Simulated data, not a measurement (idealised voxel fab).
The process module that follows is named voxel transistor to metal.
For reference, the cross-section in this document is cut, with width 285 nm and square cells of 5 nm.
This document writes a cross-section as a grid whose cells are square, and gives it as bands, listed from the top down; one or more rows of cells form a band.
Within each band entry, the heights of the top and of the bottom of the band appear first, in that order and in nm; the materials of the band then follow from left to right, each with its corresponding width in nm. The designation "edge to edge" on a single material indicates that it fills the band from edge to edge; the designation "empty" indicates empty space.
The level at which height equals 0 is the one under which the wafer, as it arrives, is entirely one material. No lower edge exists for the bottom band, which continues downward and is notated as in "0 -> down".
Note: "30 to 40" means the width goes from the first number (top row of the band) to the second number (bottom row) in equal steps per row of cells.
The designation "nothing different", where it is given for a processing step, indicates that no cell of the cross-section was altered in the course of that step.
In the "Encapsulated voids" entry, you get each enclosed empty space of 8 cells or more, one with no open way to the top, written width x height at distance, distance from the left edge, in nm.
If you see something after the settings on a step's line, that's the simulator's own remark about that step.
Regarding "overlay nm": on a step with a mask, it is the distance the mask lay to the right of its planned place; a negative value places it to the left.
Everything after this point is organized in pairs: a cross-section before one process step, a cross-section after it that shows only as deep as the lowest changed band, and, under the pair, the intervening step with its settings. Because different runs of this module on the same starting wafer can supply different pairs, a pair continues from the pair above it only if its entry headed "Ahead of processing" says so.
Ahead of processing
60 -> 30 = SiO2: 35 / empty: 30 / SiO2: 30 / empty: 30 / SiO2: 35 / empty: 30 / SiO2: 30 / empty: 30 / SiO2: 35
30 -> 20 = SiO2: 35 / empty: 25 / SiN: 10 / SiCN: 20 / SiN: 10 / empty: 25 / SiO2: 35 / empty: 25 / SiN: 10 / SiCN: 20 / SiN: 10 / empty: 25 / SiO2: 35
20 -> 10 = SiO2: 35 / empty: 25 / SiN: 10 / polySi: 20 / SiN: 10 / empty: 25 / SiO2: 35 / empty: 25 / SiN: 10 / polySi: 20 / SiN: 10 / empty: 25 / SiO2: 35
10 -> 0 = SiO2: 60 / SiN: 10 / polySi: 20 / SiN: 10 / SiO2: 85 / SiN: 10 / polySi: 20 / SiN: 10 / SiO2: 60
0 -> -5 = SiO2: 25 / SiN: 10 / SiO2: 25 / SiN: 10 / polySi: 20 / SiN: 10 / SiO2: 25 / SiN: 10 / SiO2: 15 / SiN: 10 / SiO2: 25 / SiN: 10 / polySi: 20 / SiN: 10 / SiO2: 25 / SiN: 10 / SiO2: 25
-5 -> -10 = SiO2: 35 / SiGe: 25 / SiO2: 40 / SiGe: 25 / SiO2: 35 / SiGe: 25 / SiO2: 40 / SiGe: 25 / SiO2: 35
-10 -> -30 = SiO2: 30 / Si: 100 / SiO2: 25 / Si: 100 / SiO2: 30
-30 -> down = Si edge to edge
Encapsulated voids: none
Post-Step Geometry
65 -> 60 = TiN: 40 / empty: 20 / TiN: 40 / empty: 20 / TiN: 45 / empty: 20 / TiN: 40 / empty: 20 / TiN: 40
60 -> 35 = SiO2: 35 / TiN: 5 / empty: 20 / TiN: 5 / SiO2: 30 / TiN: 5 / empty: 20 / TiN: 5 / SiO2: 35 / TiN: 5 / empty: 20 / TiN: 5 / SiO2: 30 / TiN: 5 / empty: 20 / TiN: 5 / SiO2: 35
35 -> 30 = SiO2: 35 / TiN: 5 / empty: 15 / TiN: 10 / SiO2: 30 / TiN: 10 / empty: 15 / TiN: 5 / SiO2: 35 / TiN: 5 / empty: 15 / TiN: 10 / SiO2: 30 / TiN: 10 / empty: 15 / TiN: 5 / SiO2: 35
30 -> 20 = SiO2: 35 / TiN: 5 / empty: 15 / TiN: 5 / SiN: 10 / SiCN: 20 / SiN: 10 / TiN: 5 / empty: 15 / TiN: 5 / SiO2: 35 / TiN: 5 / empty: 15 / TiN: 5 / SiN: 10 / SiCN: 20 / SiN: 10 / TiN: 5 / empty: 15 / TiN: 5 / SiO2: 35
20 -> 15 = SiO2: 35 / TiN: 5 / empty: 15 / TiN: 5 / SiN: 10 / polySi: 20 / SiN: 10 / TiN: 5 / empty: 15 / TiN: 5 / SiO2: 35 / TiN: 5 / empty: 15 / TiN: 5 / SiN: 10 / polySi: 20 / SiN: 10 / TiN: 5 / empty: 15 / TiN: 5 / SiO2: 35
15 -> 10 = SiO2: 35 / TiN: 25 / SiN: 10 / polySi: 20 / SiN: 10 / TiN: 25 / SiO2: 35 / TiN: 25 / SiN: 10 / polySi: 20 / SiN: 10 / TiN: 25 / SiO2: 35
below 10: unchanged
Encapsulated voids: none
Process step bridging the above cross-sections: CONFORMAL_DEP,material TiN,thk nm 5
Ahead of processing: cross-section not repeated; it is the one shown after the step in the pair just above.
Post-Step Geometry
75 -> 65 = W edge to edge
65 -> 60 = TiN: 40 / W: 20 / TiN: 40 / W: 20 / TiN: 45 / W: 20 / TiN: 40 / W: 20 / TiN: 40
60 -> 35 = SiO2: 35 / TiN: 5 / W: 20 / TiN: 5 / SiO2: 30 / TiN: 5 / W: 20 / TiN: 5 / SiO2: 35 / TiN: 5 / W: 20 / TiN: 5 / SiO2: 30 / TiN: 5 / W: 20 / TiN: 5 / SiO2: 35
35 -> 30 = SiO2: 35 / TiN: 5 / W: 15 / TiN: 10 / SiO2: 30 / TiN: 10 / W: 15 / TiN: 5 / SiO2: 35 / TiN: 5 / W: 15 / TiN: 10 / SiO2: 30 / TiN: 10 / W: 15 / TiN: 5 / SiO2: 35
30 -> 20 = SiO2: 35 / TiN: 5 / W: 15 / TiN: 5 / SiN: 10 / SiCN: 20 / SiN: 10 / TiN: 5 / W: 15 / TiN: 5 / SiO2: 35 / TiN: 5 / W: 15 / TiN: 5 / SiN: 10 / SiCN: 20 / SiN: 10 / TiN: 5 / W: 15 / TiN: 5 / SiO2: 35
20 -> 15 = SiO2: 35 / TiN: 5 / W: 15 / TiN: 5 / SiN: 10 / polySi: 20 / SiN: 10 / TiN: 5 / W: 15 / TiN: 5 / SiO2: 35 / TiN: 5 / W: 15 / TiN: 5 / SiN: 10 / polySi: 20 / SiN: 10 / TiN: 5 / W: 15 / TiN: 5 / SiO2: 35
below 15: unchanged
Encapsulated voids: none
Process step bridging the above cross-sections: FILL_DEP,material W,thk nm 10
Ahead of processing: cross-section not repeated; it is the one shown after the step in the pair just above.
Post-Step Geometry
45 -> 35 = SiO2: 35 / TiN: 5 / W: 20 / TiN: 5 / SiO2: 30 / TiN: 5 / W: 20 / TiN: 5 / SiO2: 35 / TiN: 5 / W: 20 / TiN: 5 / SiO2: 30 / TiN: 5 / W: 20 / TiN: 5 / SiO2: 35
below 35: unchanged
Encapsulated voids: none
Process step bridging the above cross-sections: CMP,height nm 45
Ahead of processing: cross-section not repeated; it is the one shown after the step in the pair just above.
Post-Step Geometry
50 -> 45 = SiCN edge to edge
below 45: unchanged
Encapsulated voids: none
Process step bridging the above cross-sections: CONFORMAL_DEP,material SiCN,thk nm 5
Ahead of processing: cross-section not repeated; it is the one shown after the step in the pair just above.
Post-Step Geometry
75 -> 50 = lowk edge to edge
below 50: unchanged
Encapsulated voids: none
Process step bridging the above cross-sections: DIRECTIONAL_DEP,material lowk,thk nm 25
Ahead of processing: cross-section not repeated; it is the one shown after the step in the pair just above.
Post-Step Geometry
75 -> 50 = lowk: 35 / empty: 15 / lowk: 60 / empty: 15 / lowk: 35 / empty: 15 / lowk: 60 / empty: 15 / lowk: 35
below 50: unchanged
Encapsulated voids: none
Process step bridging the above cross-sections: MASKED_ETCH,tone open,mask id METAL_1,width nm 15,etch materials lowk,depth nm 25,overlay nm 0
Ahead of processing: cross-section not repeated; it is the one shown after the step in the pair just above.
Post-Step Geometry
75 -> 50 = lowk: 35 / empty: 15 / lowk: 60 / empty: 15 / lowk: 35 / empty: 15 / lowk: 60 / empty: 15 / lowk: 35
50 -> 45 = SiCN: 35 / empty: 15 / SiCN: 60 / empty: 15 / SiCN: 35 / empty: 15 / SiCN: 60 / empty: 15 / SiCN: 35
below 45: unchanged
Encapsulated voids: none
Process step bridging the above cross-sections: MASKED_ETCH,tone open,mask id METAL_1,width nm 15,etch materials SiCN,depth nm 5,overlay nm 0
Ahead of processing: cross-section not repeated; it is the one shown after the step in the pair just above.
Post-Step Geometry
80 -> 75 = TiN: 40 / empty: 5 / TiN: 70 / empty: 5 / TiN: 45 / empty: 5 / TiN: 70 / empty: 5 / TiN: 40
75 -> 50 = lowk: 35 / TiN: 5 / empty: 5 / TiN: 5 / lowk: 60 / TiN: 5 / empty: 5 / TiN: 5 / lowk: 35 / TiN: 5 / empty: 5 / TiN: 5 / lowk: 60 / TiN: 5 / empty: 5 / TiN: 5 / lowk: 35
50 -> 45 = SiCN: 35 / TiN: 15 / SiCN: 60 / TiN: 15 / SiCN: 35 / TiN: 15 / SiCN: 60 / TiN: 15 / SiCN: 35
below 45: unchanged
Encapsulated voids: none
Process step bridging the above cross-sections: CONFORMAL_DEP,material TiN,thk nm 5
Ahead of processing: cross-section not repeated; it is the one shown after the step in the pair just above.
Post-Step Geometry
90 -> 80 = Ru edge to edge
80 -> 75 = TiN: 40 / Ru: 5 / TiN: 70 / Ru: 5 / TiN: 45 / Ru: 5 / TiN: 70 / Ru: 5 / TiN: 40
75 -> 50 = lowk: 35 / TiN: 5 / Ru: 5 / TiN: 5 / lowk: 60 / TiN: 5 / Ru: 5 / TiN: 5 / lowk: 35 / TiN: 5 / Ru: 5 / TiN: 5 / lowk: 60 / TiN: 5 / Ru: 5 / TiN: 5 / lowk: 35
below 50: unchanged
Encapsulated voids: none
Process step bridging the above cross-sections: FILL_DEP,material Ru,thk nm 10
Ahead of processing: cross-section not repeated; it is the one shown after the step in the pair just above.
Post-Step Geometry
75 -> 50 = lowk: 35 / TiN: 5 / Ru: 5 / TiN: 5 / lowk: 60 / TiN: 5 / Ru: 5 / TiN: 5 / lowk: 35 / TiN: 5 / Ru: 5 / TiN: 5 / lowk: 60 / TiN: 5 / Ru: 5 / TiN: 5 / lowk: 35
below 50: unchanged
Encapsulated voids: none
Process step bridging the above cross-sections: CMP,height nm 75
Ahead of processing: cross-section not repeated; it is the one shown after the step in the pair just above.
Post-Step Geometry
80 -> 75 = empty: 30 / Ru: 25 / empty: 50 / Ru: 25 / empty: 25 / Ru: 25 / empty: 50 / Ru: 25 / empty: 30
below 75: unchanged
Encapsulated voids: none
Process step bridging the above cross-sections: EPI,material Ru,thk nm 5
Ahead of processing: cross-section not repeated; it is the one shown after the step in the pair just above.
Post-Step Geometry
85 -> 80 = SiCN edge to edge
80 -> 75 = SiCN: 30 / Ru: 25 / SiCN: 50 / Ru: 25 / SiCN: 25 / Ru: 25 / SiCN: 50 / Ru: 25 / SiCN: 30
below 75: unchanged
Encapsulated voids: none
Process step bridging the above cross-sections: FILL_DEP,material SiCN,thk nm 5
Ahead of processing
30 -> 20 = SiO2: 60 / SiN: 10 / SiCN: 20 / SiN: 10 / SiO2: 85 / SiN: 10 / SiCN: 20 / SiN: 10 / SiO2: 60
20 -> 0 = SiO2: 60 / SiN: 10 / polySi: 20 / SiN: 10 / SiO2: 85 / SiN: 10 / polySi: 20 / SiN: 10 / SiO2: 60
0 -> -5 = SiO2: 25 / SiN: 10 / SiO2: 25 / SiN: 10 / polySi: 20 / SiN: 10 / SiO2: 25 / SiN: 10 / SiO2: 15 / SiN: 10 / SiO2: 25 / SiN: 10 / polySi: 20 / SiN: 10 / SiO2: 25 / SiN: 10 / SiO2: 25
-5 -> -10 = SiO2: 35 / SiGe: 25 / SiO2: 40 / SiGe: 25 / SiO2: 35 / SiGe: 25 / SiO2: 40 / SiGe: 25 / SiO2: 35
-10 -> -30 = SiO2: 30 / Si: 100 / SiO2: 25 / Si: 100 / SiO2: 30
-30 -> down = Si edge to edge
Encapsulated voids: none
Post-Step Geometry
30 -> 20 = SiO2: 35 / empty: 25 / SiN: 10 / SiCN: 20 / SiN: 10 / empty: 25 / SiO2: 35 / empty: 25 / SiN: 10 / SiCN: 20 / SiN: 10 / empty: 25 / SiO2: 35
20 -> 0 = SiO2: 35 / empty: 25 / SiN: 10 / polySi: 20 / SiN: 10 / empty: 25 / SiO2: 35 / empty: 25 / SiN: 10 / polySi: 20 / SiN: 10 / empty: 25 / SiO2: 35
0 -> -5 = SiO2: 25 / SiN: 10 / empty: 25 / SiN: 10 / polySi: 20 / SiN: 10 / empty: 25 / SiN: 10 / SiO2: 15 / SiN: 10 / empty: 25 / SiN: 10 / polySi: 20 / SiN: 10 / empty: 25 / SiN: 10 / SiO2: 25
below -5: unchanged
Encapsulated voids: none
Process step bridging the above cross-sections: MASKED_ETCH,tone open,mask id CONTACT,width nm 30,etch materials SiO2,depth nm 50,overlay nm 0
Ahead of processing: cross-section not repeated; it is the one shown after the step in the pair just above.
Post-Step Geometry
45 -> 30 = SiO2: 35 / empty: 25 / SiO2: 40 / empty: 25 / SiO2: 35 / empty: 25 / SiO2: 40 / empty: 25 / SiO2: 35
30 -> 20 = SiO2: 35 / empty: 25 / SiN: 10 / SiCN: 20 / SiN: 10 / empty: 25 / SiO2: 35 / empty: 25 / SiN: 10 / SiCN: 20 / SiN: 10 / empty: 25 / SiO2: 35
20 -> 10 = SiO2: 35 / empty: 25 / SiN: 10 / polySi: 20 / SiN: 10 / empty: 25 / SiO2: 35 / empty: 25 / SiN: 10 / polySi: 20 / SiN: 10 / empty: 25 / SiO2: 35
10 -> 0 = SiO2: 60 / SiN: 10 / polySi: 20 / SiN: 10 / SiO2: 85 / SiN: 10 / polySi: 20 / SiN: 10 / SiO2: 60
0 -> -5 = SiO2: 25 / SiN: 10 / SiO2: 25 / SiN: 10 / polySi: 20 / SiN: 10 / SiO2: 25 / SiN: 10 / SiO2: 15 / SiN: 10 / SiO2: 25 / SiN: 10 / polySi: 20 / SiN: 10 / SiO2: 25 / SiN: 10 / SiO2: 25
below -5: unchanged
Encapsulated voids: none
Process step bridging the above cross-sections: DIRECTIONAL_DEP,material SiO2,thk nm 15
Ahead of processing: cross-section not repeated; it is the one shown after the step in the pair just above.
Post-Step Geometry
50 -> 45 = TiN: 40 / empty: 15 / TiN: 50 / empty: 15 / TiN: 45 / empty: 15 / TiN: 50 / empty: 15 / TiN: 40
45 -> 30 = SiO2: 35 / TiN: 5 / empty: 15 / TiN: 5 / SiO2: 40 / TiN: 5 / empty: 15 / TiN: 5 / SiO2: 35 / TiN: 5 / empty: 15 / TiN: 5 / SiO2: 40 / TiN: 5 / empty: 15 / TiN: 5 / SiO2: 35
30 -> 20 = SiO2: 35 / TiN: 5 / empty: 15 / TiN: 5 / SiN: 10 / SiCN: 20 / SiN: 10 / TiN: 5 / empty: 15 / TiN: 5 / SiO2: 35 / TiN: 5 / empty: 15 / TiN: 5 / SiN: 10 / SiCN: 20 / SiN: 10 / TiN: 5 / empty: 15 / TiN: 5 / SiO2: 35
20 -> 15 = SiO2: 35 / TiN: 5 / empty: 15 / TiN: 5 / SiN: 10 / polySi: 20 / SiN: 10 / TiN: 5 / empty: 15 / TiN: 5 / SiO2: 35 / TiN: 5 / empty: 15 / TiN: 5 / SiN: 10 / polySi: 20 / SiN: 10 / TiN: 5 / empty: 15 / TiN: 5 / SiO2: 35
15 -> 10 = SiO2: 35 / TiN: 25 / SiN: 10 / polySi: 20 / SiN: 10 / TiN: 25 / SiO2: 35 / TiN: 25 / SiN: 10 / polySi: 20 / SiN: 10 / TiN: 25 / SiO2: 35
below 10: unchanged
Encapsulated voids: none
Process step bridging the above cross-sections: CONFORMAL_DEP,material TiN,thk nm 5
Ahead of processing: cross-section not repeated; it is the one shown after the step in the pair just above.
Post-Step Geometry
60 -> 50 = W edge to edge
50 -> 45 = TiN: 40 / W: 15 / TiN: 50 / W: 15 / TiN: 45 / W: 15 / TiN: 50 / W: 15 / TiN: 40
45 -> 30 = SiO2: 35 / TiN: 5 / W: 15 / TiN: 5 / SiO2: 40 / TiN: 5 / W: 15 / TiN: 5 / SiO2: 35 / TiN: 5 / W: 15 / TiN: 5 / SiO2: 40 / TiN: 5 / W: 15 / TiN: 5 / SiO2: 35
30 -> 20 = SiO2: 35 / TiN: 5 / W: 15 / TiN: 5 / SiN: 10 / SiCN: 20 / SiN: 10 / TiN: 5 / W: 15 / TiN: 5 / SiO2: 35 / TiN: 5 / W: 15 / TiN: 5 / SiN: 10 / SiCN: 20 / SiN: 10 / TiN: 5 / W: 15 / TiN: 5 / SiO2: 35
20 -> 15 = SiO2: 35 / TiN: 5 / W: 15 / TiN: 5 / SiN: 10 / polySi: 20 / SiN: 10 / TiN: 5 / W: 15 / TiN: 5 / SiO2: 35 / TiN: 5 / W: 15 / TiN: 5 / SiN: 10 / polySi: 20 / SiN: 10 / TiN: 5 / W: 15 / TiN: 5 / SiO2: 35
below 15: unchanged
Encapsulated voids: none
Process step bridging the above cross-sections: FILL_DEP,material W,thk nm 10
Ahead of processing: cross-section not repeated; it is the one shown after the step in the pair just above.
Post-Step Geometry
45 -> 30 = SiO2: 35 / TiN: 5 / W: 15 / TiN: 5 / SiO2: 40 / TiN: 5 / W: 15 / TiN: 5 / SiO2: 35 / TiN: 5 / W: 15 / TiN: 5 / SiO2: 40 / TiN: 5 / W: 15 / TiN: 5 / SiO2: 35
below 30: unchanged
Encapsulated voids: none
Process step bridging the above cross-sections: CMP,height nm 45
Ahead of processing: cross-section not repeated; it is the one shown after the step in the pair just above.
Post-Step Geometry
50 -> 45 = SiCN edge to edge
below 45: unchanged
Encapsulated voids: none
Process step bridging the above cross-sections: CONFORMAL_DEP,material SiCN,thk nm 5
Ahead of processing: cross-section not repeated; it is the one shown after the step in the pair just above.
Post-Step Geometry
75 -> 50 = lowk edge to edge
below 50: unchanged
Encapsulated voids: none
Process step bridging the above cross-sections: DIRECTIONAL_DEP,material lowk,thk nm 25
Ahead of processing: cross-section not repeated; it is the one shown after the step in the pair just above.
Post-Step Geometry
75 -> 50 = lowk: 35 / empty: 15 / lowk: 60 / empty: 15 / lowk: 35 / empty: 15 / lowk: 60 / empty: 15 / lowk: 35
below 50: unchanged
Encapsulated voids: none
Process step bridging the above cross-sections: MASKED_ETCH,tone open,mask id METAL_1,width nm 15,etch materials lowk,depth nm 25,overlay nm 0
Ahead of processing: cross-section not repeated; it is the one shown after the step in the pair just above.
Post-Step Geometry
75 -> 50 = lowk: 35 / empty: 15 / lowk: 60 / empty: 15 / lowk: 35 / empty: 15 / lowk: 60 / empty: 15 / lowk: 35
50 -> 45 = SiCN: 35 / empty: 15 / SiCN: 60 / empty: 15 / SiCN: 35 / empty: 15 / SiCN: 60 / empty: 15 / SiCN: 35
below 45: unchanged
Encapsulated voids: none
Process step bridging the above cross-sections: MASKED_ETCH,tone open,mask id METAL_1,width nm 15,etch materials SiCN,depth nm 5,overlay nm 0
Ahead of processing: cross-section not repeated; it is the one shown after the step in the pair just above.
Post-Step Geometry
80 -> 75 = TiN: 40 / empty: 5 / TiN: 70 / empty: 5 / TiN: 45 / empty: 5 / TiN: 70 / empty: 5 / TiN: 40
75 -> 50 = lowk: 35 / TiN: 5 / empty: 5 / TiN: 5 / lowk: 60 / TiN: 5 / empty: 5 / TiN: 5 / lowk: 35 / TiN: 5 / empty: 5 / TiN: 5 / lowk: 60 / TiN: 5 / empty: 5 / TiN: 5 / lowk: 35
50 -> 45 = SiCN: 35 / TiN: 15 / SiCN: 60 / TiN: 15 / SiCN: 35 / TiN: 15 / SiCN: 60 / TiN: 15 / SiCN: 35
below 45: unchanged
Encapsulated voids: none
Process step bridging the above cross-sections: CONFORMAL_DEP,material TiN,thk nm 5
Ahead of processing: cross-section not repeated; it is the one shown after the step in the pair just above.
Post-Step Geometry
90 -> 80 = Ru edge to edge
80 -> 75 = TiN: 40 / Ru: 5 / TiN: 70 / Ru: 5 / TiN: 45 / Ru: 5 / TiN: 70 / Ru: 5 / TiN: 40
75 -> 50 = lowk: 35 / TiN: 5 / Ru: 5 / TiN: 5 / lowk: 60 / TiN: 5 / Ru: 5 / TiN: 5 / lowk: 35 / TiN: 5 / Ru: 5 / TiN: 5 / lowk: 60 / TiN: 5 / Ru: 5 / TiN: 5 / lowk: 35
below 50: unchanged
Encapsulated voids: none
Process step bridging the above cross-sections: FILL_DEP,material Ru,thk nm 10
Ahead of processing: cross-section not repeated; it is the one shown after the step in the pair just above.
Post-Step Geometry
75 -> 50 = lowk: 35 / TiN: 5 / Ru: 5 / TiN: 5 / lowk: 60 / TiN: 5 / Ru: 5 / TiN: 5 / lowk: 35 / TiN: 5 / Ru: 5 / TiN: 5 / lowk: 60 / TiN: 5 / Ru: 5 / TiN: 5 / lowk: 35
below 50: unchanged
Encapsulated voids: none
Process step bridging the above cross-sections: CMP,height nm 75
Ahead of processing: cross-section not repeated; it is the one shown after the step in the pair just above.
Post-Step Geometry
80 -> 75 = empty: 30 / Ru: 25 / empty: 50 / Ru: 25 / empty: 25 / Ru: 25 / empty: 50 / Ru: 25 / empty: 30
below 75: unchanged
Encapsulated voids: none
Process step bridging the above cross-sections: EPI,material Ru,thk nm 5
Ahead of processing: cross-section not repeated; it is the one shown after the step in the pair just above.
Post-Step Geometry
85 -> 80 = SiCN edge to edge
80 -> 75 = SiCN: 30 / Ru: 25 / SiCN: 50 / Ru: 25 / SiCN: 25 / Ru: 25 / SiCN: 50 / Ru: 25 / SiCN: 30
below 75: unchanged
Encapsulated voids: none
Process step bridging the above cross-sections: FILL_DEP,material SiCN,thk nm 5
Ahead of processing
0 -> -5 = SiO2: 25 / empty: 110 / SiO2: 15 / empty: 110 / SiO2: 25
-5 -> -30 = SiO2: 30 / Si: 100 / SiO2: 25 / Si: 100 / SiO2: 30
-30 -> down = Si edge to edge
Encapsulated voids: none
Post-Step Geometry
0 -> -5 = SiO2: 25 / empty: 110 / SiO2: 15 / empty: 110 / SiO2: 25
-5 -> -20 = SiO2 edge to edge
below -20: unchanged
Encapsulated voids: none
Process step bridging the above cross-sections: OXIDIZE,depth nm 15
Ahead of processing: cross-section not repeated; it is the one shown after the step in the pair just above.
Post-Step Geometry
25 -> 20 = polySi: 25 / empty: 110 / polySi: 15 / empty: 110 / polySi: 25
20 -> 0 = polySi edge to edge
0 -> -5 = SiO2: 25 / polySi: 110 / SiO2: 15 / polySi: 110 / SiO2: 25
below -5: unchanged
Encapsulated voids: none
Process step bridging the above cross-sections: DIRECTIONAL_DEP,material polySi,thk nm 25
Ahead of processing: cross-section not repeated; it is the one shown after the step in the pair just above.
Post-Step Geometry
35 -> 30 = SiCN: 25 / empty: 110 / SiCN: 15 / empty: 110 / SiCN: 25
30 -> 25 = SiCN edge to edge
25 -> 20 = polySi: 25 / SiCN: 110 / polySi: 15 / SiCN: 110 / polySi: 25
below 20: unchanged
Encapsulated voids: none
Process step bridging the above cross-sections: DIRECTIONAL_DEP,material SiCN,thk nm 10
Ahead of processing: cross-section not repeated; it is the one shown after the step in the pair just above.
Post-Step Geometry
45 -> 40 = aC: 25 / empty: 110 / aC: 15 / empty: 110 / aC: 25
40 -> 35 = aC edge to edge
35 -> 30 = SiCN: 25 / aC: 110 / SiCN: 15 / aC: 110 / SiCN: 25
below 30: unchanged
Encapsulated voids: none
Process step bridging the above cross-sections: DIRECTIONAL_DEP,material aC,thk nm 10
Ahead of processing: cross-section not repeated; it is the one shown after the step in the pair just above.
Post-Step Geometry
75 -> 45 = empty: 70 / resist: 20 / empty: 105 / resist: 20 / empty: 70
45 -> 40 = aC: 25 / empty: 45 / resist: 20 / empty: 45 / aC: 15 / empty: 45 / resist: 20 / empty: 45 / aC: 25
below 40: unchanged
Encapsulated voids: none
Process step bridging the above cross-sections: PATTERN,tone cover,mask id GATE,material resist,width nm 20,pitch nm 125,thk nm 30,overlay nm 0
Ahead of processing: cross-section not repeated; it is the one shown after the step in the pair just above.
Post-Step Geometry
65 -> 40 = empty: 70 / resist: 20 / empty: 105 / resist: 20 / empty: 70
40 -> 35 = empty: 70 / aC: 20 / empty: 105 / aC: 20 / empty: 70
35 -> 30 = SiCN: 25 / empty: 45 / aC: 20 / empty: 45 / SiCN: 15 / empty: 45 / aC: 20 / empty: 45 / SiCN: 25
below 30: unchanged
Encapsulated voids: none
Process step bridging the above cross-sections: DIRECTIONAL_ETCH,etch materials aC,depth nm 10
Ahead of processing: cross-section not repeated; it is the one shown after the step in the pair just above.
Post-Step Geometry
40 -> 35 = empty: 70 / aC: 20 / empty: 105 / aC: 20 / empty: 70
below 35: unchanged
Encapsulated voids: none
Process step bridging the above cross-sections: STRIP,etch materials resist
Ahead of processing: cross-section not repeated; it is the one shown after the step in the pair just above.
Post-Step Geometry
40 -> 30 = empty: 70 / aC: 20 / empty: 105 / aC: 20 / empty: 70
30 -> 25 = empty: 70 / SiCN: 20 / empty: 105 / SiCN: 20 / empty: 70
25 -> 20 = polySi: 25 / empty: 45 / SiCN: 20 / empty: 45 / polySi: 15 / empty: 45 / SiCN: 20 / empty: 45 / polySi: 25
below 20: unchanged
Encapsulated voids: none
Process step bridging the above cross-sections: DIRECTIONAL_ETCH,etch materials SiCN,depth nm 20
Ahead of processing: cross-section not repeated; it is the one shown after the step in the pair just above.
Post-Step Geometry
40 -> 30 = empty: 70 / aC: 20 / empty: 105 / aC: 20 / empty: 70
30 -> 20 = empty: 70 / SiCN: 20 / empty: 105 / SiCN: 20 / empty: 70
20 -> 0 = empty: 70 / polySi: 20 / empty: 105 / polySi: 20 / empty: 70
0 -> -5 = SiO2: 25 / empty: 45 / polySi: 20 / empty: 45 / SiO2: 15 / empty: 45 / polySi: 20 / empty: 45 / SiO2: 25
below -5: unchanged
Encapsulated voids: none
Process step bridging the above cross-sections: DIRECTIONAL_ETCH,etch materials polySi,depth nm 35
Ahead of processing: cross-section not repeated; it is the one shown after the step in the pair just above.
Post-Step Geometry
30 -> 20 = empty: 70 / SiCN: 20 / empty: 105 / SiCN: 20 / empty: 70
below 20: unchanged
Encapsulated voids: none
Process step bridging the above cross-sections: STRIP,etch materials aC
Ahead of processing: cross-section not repeated; it is the one shown after the step in the pair just above.
Post-Step Geometry
40 -> 30 = empty: 60 / SiN: 40 / empty: 85 / SiN: 40 / empty: 60
30 -> 20 = empty: 60 / SiN: 10 / SiCN: 20 / SiN: 10 / empty: 85 / SiN: 10 / SiCN: 20 / SiN: 10 / empty: 60
20 -> 10 = empty: 60 / SiN: 10 / polySi: 20 / SiN: 10 / empty: 85 / SiN: 10 / polySi: 20 / SiN: 10 / empty: 60
10 -> 5 = SiN: 35 / empty: 25 / SiN: 10 / polySi: 20 / SiN: 10 / empty: 25 / SiN: 35 / empty: 25 / SiN: 10 / polySi: 20 / SiN: 10 / empty: 25 / SiN: 35
5 -> 0 = SiN: 70 / polySi: 20 / SiN: 105 / polySi: 20 / SiN: 70
0 -> -5 = SiO2: 25 / SiN: 45 / polySi: 20 / SiN: 45 / SiO2: 15 / SiN: 45 / polySi: 20 / SiN: 45 / SiO2: 25
below -5: unchanged
Encapsulated voids: none
Process step bridging the above cross-sections: CONFORMAL_DEP,material SiN,thk nm 10
Ahead of processing: cross-section not repeated; it is the one shown after the step in the pair just above.
Post-Step Geometry
30 -> 20 = empty: 60 / SiN: 10 / SiCN: 20 / SiN: 10 / empty: 85 / SiN: 10 / SiCN: 20 / SiN: 10 / empty: 60
20 -> 0 = empty: 60 / SiN: 10 / polySi: 20 / SiN: 10 / empty: 85 / SiN: 10 / polySi: 20 / SiN: 10 / empty: 60
0 -> -5 = SiO2: 25 / SiN: 10 / empty: 25 / SiN: 10 / polySi: 20 / SiN: 10 / empty: 25 / SiN: 10 / SiO2: 15 / SiN: 10 / empty: 25 / SiN: 10 / polySi: 20 / SiN: 10 / empty: 25 / SiN: 10 / SiO2: 25
below -5: unchanged
Encapsulated voids: none
Process step bridging the above cross-sections: DIRECTIONAL_ETCH,etch materials SiN,depth nm 10
Ahead of processing: cross-section not repeated; it is the one shown after the step in the pair just above.
Post-Step Geometry
30 -> 20 = empty: 60 / SiN: 10 / SiCN: 20 / SiN: 10 / empty: 85 / SiN: 10 / SiCN: 20 / SiN: 10 / empty: 60
20 -> 0 = empty: 60 / SiN: 10 / polySi: 20 / SiN: 10 / empty: 85 / SiN: 10 / polySi: 20 / SiN: 10 / empty: 60
0 -> -5 = empty: 25 / SiN: 10 / empty: 25 / SiN: 10 / polySi: 20 / SiN: 10 / empty: 25 / SiN: 10 / empty: 15 / SiN: 10 / empty: 25 / SiN: 10 / polySi: 20 / SiN: 10 / empty: 25 / SiN: 10 / empty: 25
-5 -> -10 = SiO2: 35 / empty: 25 / SiO2: 40 / empty: 25 / SiO2: 35 / empty: 25 / SiO2: 40 / empty: 25 / SiO2: 35
below -10: unchanged
Encapsulated voids: none
Process step bridging the above cross-sections: DIRECTIONAL_ETCH,etch materials SiO2,depth nm 5
Ahead of processing: cross-section not repeated; it is the one shown after the step in the pair just above.
Post-Step Geometry
40 -> 30 = SiO2 edge to edge
30 -> 20 = SiO2: 60 / SiN: 10 / SiCN: 20 / SiN: 10 / SiO2: 85 / SiN: 10 / SiCN: 20 / SiN: 10 / SiO2: 60
20 -> 0 = SiO2: 60 / SiN: 10 / polySi: 20 / SiN: 10 / SiO2: 85 / SiN: 10 / polySi: 20 / SiN: 10 / SiO2: 60
0 -> -5 = SiO2: 25 / SiN: 10 / SiO2: 25 / SiN: 10 / polySi: 20 / SiN: 10 / SiO2: 25 / SiN: 10 / SiO2: 15 / SiN: 10 / SiO2: 25 / SiN: 10 / polySi: 20 / SiN: 10 / SiO2: 25 / SiN: 10 / SiO2: 25
-5 -> -20 = SiO2 edge to edge
below -20: unchanged
Encapsulated voids: none
Process step bridging the above cross-sections: FILL_DEP,material SiO2,thk nm 10
Ahead of processing: cross-section not repeated; it is the one shown after the step in the pair just above.
Post-Step Geometry
30 -> 20 = SiO2: 60 / SiN: 10 / SiCN: 20 / SiN: 10 / SiO2: 85 / SiN: 10 / SiCN: 20 / SiN: 10 / SiO2: 60
below 20: unchanged
Encapsulated voids: none
Process step bridging the above cross-sections: CMP,height nm 30
Ahead of processing: cross-section not repeated; it is the one shown after the step in the pair just above.
Post-Step Geometry
45 -> 30 = SiO2 edge to edge
below 30: unchanged
Encapsulated voids: none
Process step bridging the above cross-sections: DIRECTIONAL_DEP,material SiO2,thk nm 15
